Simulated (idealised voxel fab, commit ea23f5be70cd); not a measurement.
Name of the process module below: voxel self aligned vias
Section shown: cut. Width: 270 nm. Cell size: 5 nm, square.
Bands, listed from the top down, are how a cross-section gets written in this document; the cross-section itself is a grid of square cells, and a band is one or more rows of them. Top height, bottom height, nm. Materials left to right, width each, nm. Single material + "throughout" = fills band edge to edge. "air" = empty. Heights are expressed relative to 0, this being the level below which the as-received wafer comprises one material exclusively. The lowest band is unbounded in the downward direction and is denoted as in "0 and below". Per-row width for "30 to 40": begins at first number (top row of band), ends at second number (bottom row), increment between rows held constant. Where a step carries "stayed the same", the cross-section came out of it unchanged, cell for cell. "Trapped void list" lists enclosed empty spaces (at least 8 cells, no open path upward to the top), each as width x height at distance from the left edge, in nm. Past the settings on a step's line: simulator remark, on that step. If you see "overlay nm" on a step's line and that step has a mask, it's telling you how far right of where it was planned the mask ended up; a negative number means it went left instead.

**Steps planned for the process**
1) RECEIVE [material Si]
2) CONFORMAL_DEP [material SiO2] [thk nm 15]
3) CONFORMAL_DEP [material SiCN] [thk nm 5]
4) DIRECTIONAL_DEP [material SiO2] [thk nm 20]
5) DIRECTIONAL_DEP [material aC] [thk nm 10]
6) PATTERN [tone open] [mask id LINES] [material resist] [width nm 30] [pitch nm 70] [thk nm 25] [overlay nm 0]
7) DIRECTIONAL_ETCH [etch materials aC] [depth nm 10]
8) STRIP [etch materials resist]
9) DIRECTIONAL_ETCH [etch materials SiO2] [depth nm 20]
10) STRIP [etch materials aC]
11) CONFORMAL_DEP [material TiN] [thk nm 5]
12) FILL_DEP [material Ru] [thk nm 5]
13) CMP [height nm 40]
14) SELECTIVE_ETCH [etch materials W Ru TiN] [depth nm 10]
15) FILL_DEP [material SiN] [thk nm 10]
16) CMP [height nm 40]
17) DIRECTIONAL_DEP [material SiO2] [thk nm 20]
18) PATTERN [tone open] [mask id VIAS] [material resist] [width nm 50] [thk nm 15] [overlay nm 0]
19) DIRECTIONAL_ETCH [etch materials SiO2] [depth nm 20]
20) DIRECTIONAL_ETCH [etch materials SiN] [depth nm 10]
21) STRIP [etch materials resist]
22) CONFORMAL_DEP [material TiN] [thk nm 5]
23) FILL_DEP [material W] [thk nm 10]
24) CMP [height nm 60]
25) CONFORMAL_DEP [material SiCN] [thk nm 5]

**Shown in cross-section is the wafer as received, that is, as it stands after step 1**
* 0 and below: Si throughout
* Trapped void list: none

**This is how the wafer looks in cross-section once the module is done, given the starting state and plan above and one mistake in carrying the plan out**
* 65 down to 60: SiCN throughout
* 60 down to 45: SiO2=75, then TiN=5, then W=40, then TiN=5, then SiO2=145
* 45 down to 40: SiO2=75, then TiN=15, then W=25, then TiN=10, then SiO2=145
* 40 down to 35: SiO2=85, then TiN=5, then W=25, then TiN=5, then SiO2=35, then SiN=35, then SiO2=80
* 35 down to 30: SiO2=85, then TiN=35, then SiO2=35, then SiN=35, then SiO2=80
* 30 down to 25: SiO2=85, then TiN=5, then Ru=25, then TiN=5, then SiO2=35, then TiN=5, then Ru=25, then TiN=5, then SiO2=80
* 25 down to 20: SiO2=85, then TiN=35, then SiO2=35, then TiN=35, then SiO2=80
* 20 down to 15: SiCN throughout
* 15 down to 0: SiO2 throughout
* 0 and below: Si throughout
* Trapped void list: none
Deviation from plan: step 6 changed vs plan, executed as PATTERN [tone open] [mask id LINES] [material resist] [width nm 35] [pitch nm 70] [thk nm 25] [overlay nm 0]
